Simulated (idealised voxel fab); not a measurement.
The document below concerns the process module designated voxel spacer lines.
FYI the section here is cut, 260 nm wide, cells are 5 nm squares.
Cross-section spec: square-cell grid; bands listed top down; each band is one or more rows. Quick guide to a band line: top height, bottom height (nm) up front; then every material left to right with its width in nm. Only one material and it's marked "full width"? Then it fills the band edge to edge. And "air" just means empty space. Height 0 is the level under which the wafer as received is all one material. The lowest band goes on downwards, as in "z 0 and below". Note: "30 to 40" means the width goes from the first number (top row of the band) to the second number (bottom row) in equal steps per row of cells. "no modifications" after a step means that no cell of the cross-section changed. Empty spaces counting at least 8 cells and having no open way to the top are listed in "Enclosed empty spaces". The notation width x height at distance is used for each, the distance being from the left edge and all three values in nm. Anything after a step's settings on that line? It's the simulator's own note about the step. Each step line may optionally specify "overlay nm", which for a step with a mask gives the rightward distance between the mask's planned place and where it lay, a negative value indicating the leftward direction.

PLAN
1 op RECEIVE | material Si
2 op CONFORMAL_DEP | material Al2O3 | thk nm 5
3 op DIRECTIONAL_DEP | material SiN | thk nm 15
4 op DIRECTIONAL_DEP | material aC | thk nm 25
5 op PATTERN | tone cover | mask id MANDREL | material resist | width nm 20 | pitch nm 60 | thk nm 35 | overlay nm 0
6 op DIRECTIONAL_ETCH | etch materials aC | depth nm 25
7 op STRIP | etch materials resist
8 op CONFORMAL_DEP | material SiO2 | thk nm 10
9 op DIRECTIONAL_ETCH | etch materials SiO2 | depth nm 10
10 op STRIP | etch materials aC
11 op DIRECTIONAL_ETCH | etch materials SiN | depth nm 15
12 op STRIP | etch materials SiO2

ON THE FIRST OF THE TWO WAFERS: RUN CONDUCTED ACCORDING TO PLAN

INCOMING WAFER, CROSS-SECTIONAL VIEW, POST STEP 1
* z 0 and below = Si full width
* Enclosed empty spaces: none

PRESENTED HERE IS A CROSS-SECTION OF THE WAFER AFTER STEP 2 HAS BEEN PERFORMED
* z 5 to 0 = Al2O3 full width
* Everything under 0 stays put, no change at all.

PRESENTED HERE IS A CROSS-SECTION OF THE WAFER AFTER STEP 3 HAS BEEN PERFORMED
* z 20 to 5 = SiN full width
* Everything under 5 stays put, no change at all.

PRESENTED HERE IS A CROSS-SECTION OF THE WAFER AFTER STEP 4 HAS BEEN PERFORMED
* z 45 to 20 = aC full width
* Everything under 20 stays put, no change at all.

PRESENTED HERE IS A CROSS-SECTION OF THE WAFER AFTER STEP 5 HAS BEEN PERFORMED
* z 80 to 45 = 90 of air, 20 of resist, 40 of air, 20 of resist, 90 of air
* Everything under 45 stays put, no change at all.

PRESENTED HERE IS A CROSS-SECTION OF THE WAFER AFTER STEP 6 HAS BEEN PERFORMED
* z 55 to 45 = 90 of air, 20 of resist, 40 of air, 20 of resist, 90 of air
* z 45 to 20 = 90 of air, 20 of aC, 40 of air, 20 of aC, 90 of air
* Everything under 20 stays put, no change at all.

PRESENTED HERE IS A CROSS-SECTION OF THE WAFER AFTER STEP 7 HAS BEEN PERFORMED
* z 45 to 20 = 90 of air, 20 of aC, 40 of air, 20 of aC, 90 of air
* Everything under 20 stays put, no change at all.

PRESENTED HERE IS A CROSS-SECTION OF THE WAFER AFTER STEP 8 HAS BEEN PERFORMED
* z 55 to 45 = 80 of air, 40 of SiO2, 20 of air, 40 of SiO2, 80 of air
* z 45 to 30 = 80 of air, 10 of SiO2, 20 of aC, 10 of SiO2, 20 of air, 10 of SiO2, 20 of aC, 10 of SiO2, 80 of air
* z 30 to 20 = 90 of SiO2, 20 of aC, 40 of SiO2, 20 of aC, 90 of SiO2
* Everything under 20 stays put, no change at all.

PRESENTED HERE IS A CROSS-SECTION OF THE WAFER AFTER STEP 9 HAS BEEN PERFORMED
* z 45 to 20 = 80 of air, 10 of SiO2, 20 of aC, 10 of SiO2, 20 of air, 10 of SiO2, 20 of aC, 10 of SiO2, 80 of air
* Everything under 20 stays put, no change at all.

PRESENTED HERE IS A CROSS-SECTION OF THE WAFER AFTER STEP 10 HAS BEEN PERFORMED
* z 45 to 20 = 80 of air, 10 of SiO2, 20 of air, 10 of SiO2, 20 of air, 10 of SiO2, 20 of air, 10 of SiO2, 80 of air
* Everything under 20 stays put, no change at all.

PRESENTED HERE IS A CROSS-SECTION OF THE WAFER AFTER STEP 11 HAS BEEN PERFORMED
* z 45 to 20 = 80 of air, 10 of SiO2, 20 of air, 10 of SiO2, 20 of air, 10 of SiO2, 20 of air, 10 of SiO2, 80 of air
* z 20 to 5 = 80 of air, 10 of SiN, 20 of air, 10 of SiN, 20 of air, 10 of SiN, 20 of air, 10 of SiN, 80 of air
* Everything under 5 stays put, no change at all.

PRESENTED HERE IS A CROSS-SECTION OF THE WAFER AFTER STEP 12 HAS BEEN PERFORMED
* z 20 to 5 = 80 of air, 10 of SiN, 20 of air, 10 of SiN, 20 of air, 10 of SiN, 20 of air, 10 of SiN, 80 of air
* Everything under 5 stays put, no change at all.

NOTES, SECOND WAFER: START = FIRST WAFER'S, PLAN = FIRST WAFER'S, EXECUTION HAD ONE MISTAKE; HISTORY IDENTICAL TO FIRST THROUGH STEP 4

SECOND WAFER, CROSS-SECTION, PLANNED END OF STEP 5
* z 80 to 45 = 90 of resist, 20 of air, 40 of resist, 20 of air, 90 of resist
* Everything under 45 stays put, no change at all.

SECOND WAFER, CROSS-SECTION, PLANNED END OF STEP 6
* z 55 to 45 = 90 of resist, 20 of air, 40 of resist, 20 of air, 90 of resist
* z 45 to 20 = 90 of aC, 20 of air, 40 of aC, 20 of air, 90 of aC
* Everything under 20 stays put, no change at all.

SECOND WAFER, CROSS-SECTION, PLANNED END OF STEP 7
* z 45 to 20 = 90 of aC, 20 of air, 40 of aC, 20 of air, 90 of aC
* Everything under 20 stays put, no change at all.

SECOND WAFER, CROSS-SECTION, PLANNED END OF STEP 8
* z 55 to 45 = SiO2 full width
* z 45 to 20 = 90 of aC, 20 of SiO2, 40 of aC, 20 of SiO2, 90 of aC
* Everything under 20 stays put, no change at all.

SECOND WAFER, CROSS-SECTION, PLANNED END OF STEP 9
* z 45 to 20 = 90 of aC, 20 of SiO2, 40 of aC, 20 of SiO2, 90 of aC
* Everything under 20 stays put, no change at all.

SECOND WAFER, CROSS-SECTION, PLANNED END OF STEP 10
* z 45 to 20 = 90 of air, 20 of SiO2, 40 of air, 20 of SiO2, 90 of air
* Everything under 20 stays put, no change at all.

SECOND WAFER, CROSS-SECTION, PLANNED END OF STEP 11
* z 45 to 20 = 90 of air, 20 of SiO2, 40 of air, 20 of SiO2, 90 of air
* z 20 to 5 = 90 of air, 20 of SiN, 40 of air, 20 of SiN, 90 of air
* Everything under 5 stays put, no change at all.

SECOND WAFER, CROSS-SECTION, PLANNED END OF STEP 12
* z 20 to 5 = 90 of air, 20 of SiN, 40 of air, 20 of SiN, 90 of air
* Everything under 5 stays put, no change at all.
Diagnosis: heads up, step 5 didn't go per plan, it actually ran as op PATTERN | tone open | mask id MANDREL | material resist | width nm 20 | pitch nm 60 | thk nm 35 | overlay nm 0
When the process is done, the second wafer contains the same cell count of every material as the first wafer, but distributed over other locations.
